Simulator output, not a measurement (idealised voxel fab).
Herein follows the process module entitled voxel ribs on slabs.
Displayed cross-section: cut, width of 180 nm, square cells sized 5 nm.
When this document writes out a cross-section, it uses a grid of square cells and lists it as bands, beginning at the top and moving down, with a band standing for one or more rows of cells.
Band entry format. Leading values: height of top, height of bottom, nm. Remainder: materials in left-to-right order, each with its width in nm. Special words: "edge to edge" on a single material, which then fills the band edge to edge; "air", empty space.
It should be noted that heights are counted from 0, beneath which the wafer as supplied is of one material throughout, and that the lowest band possesses no lower boundary but continues downward, as written in "0 and below".
Think of "30..40" as a width that walks from the first number to the second as you go down the band, top row to bottom row, taking equal-sized steps from row to row.
"remained unchanged" (step): cross-section cells unchanged, all of them.
Sealed void listing: empty space of 8 cells or more with no open way to the top, each as width x height at its distance from the left edge, in nm
Text after the settings on a step's line: the simulator's own remark on that step.
overlay nm: on a step with a mask, how far right of its planned place the mask lay; negative means left.
# List of planned process steps
1) RECEIVE | material Si
2) DIRECTIONAL_DEP | material SiO2 | thk nm 25
3) DIRECTIONAL_DEP | material polySi | thk nm 15
4) DIRECTIONAL_DEP | material aC | thk nm 10
5) PATTERN | tone cover | mask id RIB | material resist | width nm 20 | thk nm 30 | overlay nm 0
6) DIRECTIONAL_ETCH | etch materials aC | depth nm 10
7) STRIP | etch materials resist
8) DIRECTIONAL_ETCH | etch materials polySi | depth nm 10
9) STRIP | etch materials aC
10) PATTERN | tone cover | mask id SLAB | material resist | width nm 70 | thk nm 15 | overlay nm 0
11) DIRECTIONAL_ETCH | etch materials polySi | depth nm 5
12) STRIP | etch materials resist
13) FILL_DEP | material SiO2 | thk nm 25
14) CMP | height nm 55
15) DIRECTIONAL_DEP | material TiN | thk nm 10
16) PATTERN | tone cover | mask id HEATER | material resist | width nm 30 | thk nm 15 | overlay nm 0
17) DIRECTIONAL_ETCH | etch materials TiN | depth nm 10
18) STRIP | etch materials resist
19) CONFORMAL_DEP | material SiN | thk nm 5
# So this is the incoming wafer in cross-section - it's already been through step 1
* 0 and below: Si edge to edge
* Sealed void listing: none
# first wafer at the end, as planned
* 70 down to 65: 70 of air / 40 of SiN / 70 of air
* 65 down to 60: 70 of air / 5 of SiN / 30 of TiN / 5 of SiN / 70 of air
* 60 down to 55: 75 of SiN / 30 of TiN / 75 of SiN
* 55 down to 40: SiO2 edge to edge
* 40 down to 30: 80 of SiO2 / 20 of polySi / 80 of SiO2
* 30 down to 25: 55 of SiO2 / 70 of polySi / 55 of SiO2
* 25 down to 0: SiO2 edge to edge
* 0 and below: Si edge to edge
* Sealed void listing: none
# Presented here is a cross-section of the second of the two wafers as it stood at the end of the module. It was started in the same manner and assigned the same plan as the first wafer; however, one mistake was made in its execution
* 70 down to 65: 75 of air / 35 of SiN / 70 of air
* 65 down to 60: 75 of air / 5 of SiN / 25 of TiN / 5 of SiN / 70 of air
* 60 down to 55: 80 of SiN / 25 of TiN / 75 of SiN
* 55 down to 40: SiO2 edge to edge
* 40 down to 30: 80 of SiO2 / 20 of polySi / 80 of SiO2
* 30 down to 25: 55 of SiO2 / 70 of polySi / 55 of SiO2
* 25 down to 0: SiO2 edge to edge
* 0 and below: Si edge to edge
* Sealed void listing: none
Nonconformance to the process plan: step 16 deviated from plan and actually ran as PATTERN | tone cover | mask id HEATER | material resist | width nm 25 | thk nm 15 | overlay nm 0
FYI, end of process, the second wafer has more or fewer cells of some materials than the first: 2 fewer of TiN
